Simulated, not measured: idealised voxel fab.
This is a process module. Its name is voxel ribs on slabs.
Square cells of 5 nm make up the cross-section cut, whose width is 195 nm.
The cross-sections in this document take the form of a grid made of square cells. They are written out as bands, in order from top to bottom. Each band consists of one or more rows of cells. Top, bottom (nm), then materials left to right with widths (nm); lone material tagged "all across" fills the whole band edge to edge; "air" = empty space. It should be noted that heights are counted from 0, beneath which the wafer as supplied is of one material throughout, and that the lowest band possesses no lower boundary but continues downward, as written in "from 0 down". It should be noted that a width expressed as "30..40" varies in equal increments from row to row of cells within the band, taking the value of the first number at the top row and that of the second number at the bottom row. Where a step carries "changes: none", the cross-section came out of it unchanged, cell for cell. "Cavities, closed": sealed empty spaces, 8 cells or more, no open way to top, listed width x height at distance, with distance from the left edge and width, height and distance in nm. If you see something after the settings on a step's line, that's the simulator's own remark about that step. overlay nm: mask offset rightward from planned place, masked step; negative means leftward offset.

[The following list gives the planned process steps]
1 RECEIVE (material Si)
2 DIRECTIONAL_DEP (material SiO2; thk nm 25)
3 DIRECTIONAL_DEP (material polySi; thk nm 15)
4 DIRECTIONAL_DEP (material aC; thk nm 15)
5 PATTERN (tone cover; mask id RIB; material resist; width nm 15; thk nm 35; overlay nm 0)
6 DIRECTIONAL_ETCH (etch materials aC; depth nm 15)
7 STRIP (etch materials resist)
8 DIRECTIONAL_ETCH (etch materials polySi; depth nm 10)
9 STRIP (etch materials aC)
10 MASKED_ETCH (tone cover; mask id SLAB; width nm 45; etch materials polySi; depth nm 5; overlay nm 0)
11 FILL_DEP (material SiO2; thk nm 20)
12 CMP (height nm 50)
13 DIRECTIONAL_DEP (material W; thk nm 5)
14 PATTERN (tone cover; mask id HEATER; material resist; width nm 25; thk nm 15; overlay nm -15)
15 DIRECTIONAL_ETCH (etch materials W; depth nm 5)
16 STRIP (etch materials resist)
17 CONFORMAL_DEP (material SiN; thk nm 5)
The plan shows the overlay nm of step 14 as the first wafer had it; this setting differs between the wafers, which start out alike.

[The as-received cross-section of the first of several wafers corresponds to the state after step 1]
> from 0 down  Si all across
> Cavities, closed: none

[Once step 17, the last step, is complete, the module is at its end; this is the cross-section of the first of several wafers]
> from 60 to 55  65 nm air | 35 nm SiN | 95 nm air
> from 55 to 50  70 nm SiN | 25 nm W | 100 nm SiN
> from 50 to 40  SiO2 all across
> from 40 to 30  90 nm SiO2 | 15 nm polySi | 90 nm SiO2
> from 30 to 25  75 nm SiO2 | 45 nm polySi | 75 nm SiO2
> from 25 to 0  SiO2 all across
> from 0 down  Si all across
> Cavities, closed: none

[So this is the cross-section on the last wafer at the end of the module]
> from 60 to 55  95 nm air | 35 nm SiN | 65 nm air
> from 55 to 50  100 nm SiN | 25 nm W | 70 nm SiN
> from 50 to 40  SiO2 all across
> from 40 to 30  90 nm SiO2 | 15 nm polySi | 90 nm SiO2
> from 30 to 25  75 nm SiO2 | 45 nm polySi | 75 nm SiO2
> from 25 to 0  SiO2 all across
> from 0 down  Si all across
> Cavities, closed: none

[Note: the following table is arranged by wafer, a row apiece. Each row reports the end-of-module state: per material, cells gained (+) or cells lost (-) compared with the wafer as received; closed voids follow]
overlay nm -15 | +41 SiN | +375 SiO2 | +5 W | +15 polySi | Cavities, closed: none
overlay nm -10 | +41 SiN | +375 SiO2 | +5 W | +15 polySi | Cavities, closed: none
overlay nm -5 | +41 SiN | +375 SiO2 | +5 W | +15 polySi | Cavities, closed: none
overlay nm 0 | +41 SiN | +375 SiO2 | +5 W | +15 polySi | Cavities, closed: none
overlay nm 5 | +41 SiN | +375 SiO2 | +5 W | +15 polySi | Cavities, closed: none
overlay nm 10 | +41 SiN | +375 SiO2 | +5 W | +15 polySi | Cavities, closed: none
overlay nm 15 | +41 SiN | +375 SiO2 | +5 W | +15 polySi | Cavities, closed: none
